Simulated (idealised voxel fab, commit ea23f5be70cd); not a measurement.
voxel wiring stack: a process module
Each square cell in cross-section cut measures 5 nm, and the section as a whole is 200 nm wide.
Think of the cross-section as a grid of square cells. We describe it in bands, top to bottom, and each band covers one or more rows of those cells. What a band's entry tells you: where the top is and where the bottom is, as heights in nm, and after that what lies inside, material by material from left to right, each with its width in nm. Empty space is written as the word "blank", and a single material marked with the word "throughout" occupies the band from edge to edge. Height datum 0, below which the as-received substrate wafer is one material. Lowest band open at the bottom, running downward: "0 down". Top row gets the first number, bottom row gets the second, and each row in between changes by the same step: that is how a band width like "30 to 40" works. Given "changes: none" for a step, no cell of the cross-section differs between before and after that step. Closed empty spaces (no open way to the top) of 8 cells or more are what "Sealed-off cavities" lists, each as width x height at distance from the left edge, nm for all three. It should be noted that, on the line of a given step, the content following the step's settings is a remark produced by the simulator itself with respect to that step. When a step includes a mask, the "overlay nm" setting on its line states how far to the right of its planned place that mask lay, and negative values state how far to the left.

### Planned process steps
1,RECEIVE (material Si)
2,CONFORMAL_DEP (material SiO2; thk nm 15)
3,CONFORMAL_DEP (material SiCN; thk nm 5)
4,DIRECTIONAL_DEP (material lowk; thk nm 20)
5,DIRECTIONAL_DEP (material aC; thk nm 10)
6,PATTERN (tone open; mask id METAL_1; material resist; width nm 25; pitch nm 40; thk nm 25; overlay nm 0)
7,DIRECTIONAL_ETCH (etch materials aC; depth nm 10)
8,STRIP (etch materials resist)
9,DIRECTIONAL_ETCH (etch materials lowk; depth nm 20)
10,DIRECTIONAL_ETCH (etch materials SiCN; depth nm 5)
11,STRIP (etch materials aC)
12,CONFORMAL_DEP (material TiN; thk nm 5)
13,FILL_DEP (material Ru; thk nm 10)
14,CMP (height nm 40)
15,CONFORMAL_DEP (material SiCN; thk nm 5)
16,DIRECTIONAL_DEP (material lowk; thk nm 35)
17,DIRECTIONAL_DEP (material aC; thk nm 15)
18,PATTERN (tone open; mask id METAL_2_HOLES; material resist; width nm 15; pitch nm 40; thk nm 30; overlay nm 0)
19,DIRECTIONAL_ETCH (etch materials aC; depth nm 15)
20,STRIP (etch materials resist)
21,DIRECTIONAL_ETCH (etch materials lowk; depth nm 35)
22,STRIP (etch materials aC)
23,DIRECTIONAL_DEP (material aC; thk nm 10)
24,PATTERN (tone open; mask id METAL_2; material resist; width nm 25; pitch nm 40; thk nm 25; overlay nm 0)
25,DIRECTIONAL_ETCH (etch materials aC; depth nm 10)
26,STRIP (etch materials resist)
27,DIRECTIONAL_ETCH (etch materials lowk; depth nm 20)
28,DIRECTIONAL_ETCH (etch materials SiCN; depth nm 5)
29,STRIP (etch materials aC)
30,CONFORMAL_DEP (material TiN; thk nm 5)
31,FILL_DEP (material Cu; thk nm 5)
32,CMP (height nm 80)
33,CONFORMAL_DEP (material SiCN; thk nm 5)
34,DIRECTIONAL_DEP (material lowk; thk nm 10)
35,MASKED_ETCH (tone open; mask id PLUG_2; width nm 15; pitch nm 80; etch materials lowk; depth nm 10; overlay nm 0)
36,MASKED_ETCH (tone open; mask id PLUG_2; width nm 15; pitch nm 80; etch materials SiCN; depth nm 5; overlay nm 0)
37,CONFORMAL_DEP (material TiN; thk nm 5)
38,FILL_DEP (material W; thk nm 10)
39,CMP (height nm 95)
40,DIRECTIONAL_DEP (material TiN; thk nm 5)
41,DIRECTIONAL_DEP (material Ru; thk nm 25)
42,PATTERN (tone cover; mask id METAL_3; material resist; width nm 25; pitch nm 40; thk nm 20; overlay nm 0)
43,DIRECTIONAL_ETCH (etch materials Ru; depth nm 25)
44,DIRECTIONAL_ETCH (etch materials TiN; depth nm 5)
45,STRIP (etch materials resist)
46,FILL_DEP (material lowk; thk nm 10)
47,CMP (height nm 125)
48,CONFORMAL_DEP (material SiCN; thk nm 5)

### Wafer as received: cross-section following step 1
0 down = Si throughout
Sealed-off cavities: none

### Figure: cross-sectional view of the wafer upon completion of the module, processed from the initial state and according to the plan depicted above, with one error introduced during execution
130 to 125 = SiCN throughout
125 to 100 = lowk (25) | Ru (25) | lowk (15) | Ru (25) | lowk (15) | Ru (25) | lowk (15) | Ru (25) | lowk (30)
100 to 95 = lowk (25) | TiN (25) | lowk (15) | TiN (25) | lowk (15) | TiN (25) | lowk (15) | TiN (25) | lowk (30)
95 to 85 = lowk (25) | TiN (5) | W (5) | TiN (5) | lowk (65) | TiN (5) | W (5) | TiN (5) | lowk (80)
85 to 80 = SiCN (25) | TiN (15) | SiCN (65) | TiN (15) | SiCN (80)
80 to 65 = lowk (25) | TiN (5) | Cu (5) | TiN (5) | lowk (25) | TiN (5) | Cu (5) | TiN (5) | lowk (25) | TiN (5) | Cu (5) | TiN (5) | lowk (25) | TiN (5) | Cu (5) | TiN (5) | lowk (40)
65 to 60 = lowk (25) | TiN (15) | lowk (25) | TiN (15) | lowk (25) | TiN (15) | lowk (25) | TiN (15) | lowk (40)
60 to 45 = lowk throughout
45 to 40 = SiCN throughout
40 to 20 = lowk (25) | TiN (5) | Ru (15) | TiN (5) | lowk (15) | TiN (5) | Ru (15) | TiN (5) | lowk (15) | TiN (5) | Ru (15) | TiN (5) | lowk (15) | TiN (5) | Ru (15) | TiN (5) | lowk (30)
20 to 15 = SiCN (25) | TiN (25) | SiCN (15) | TiN (25) | SiCN (15) | TiN (25) | SiCN (15) | TiN (25) | SiCN (30)
15 to 0 = SiO2 throughout
0 down = Si throughout
Sealed-off cavities: none
It is concluded that the wafer was processed incorrectly with respect to the plan, in that step 16 of the plan was twice carried out
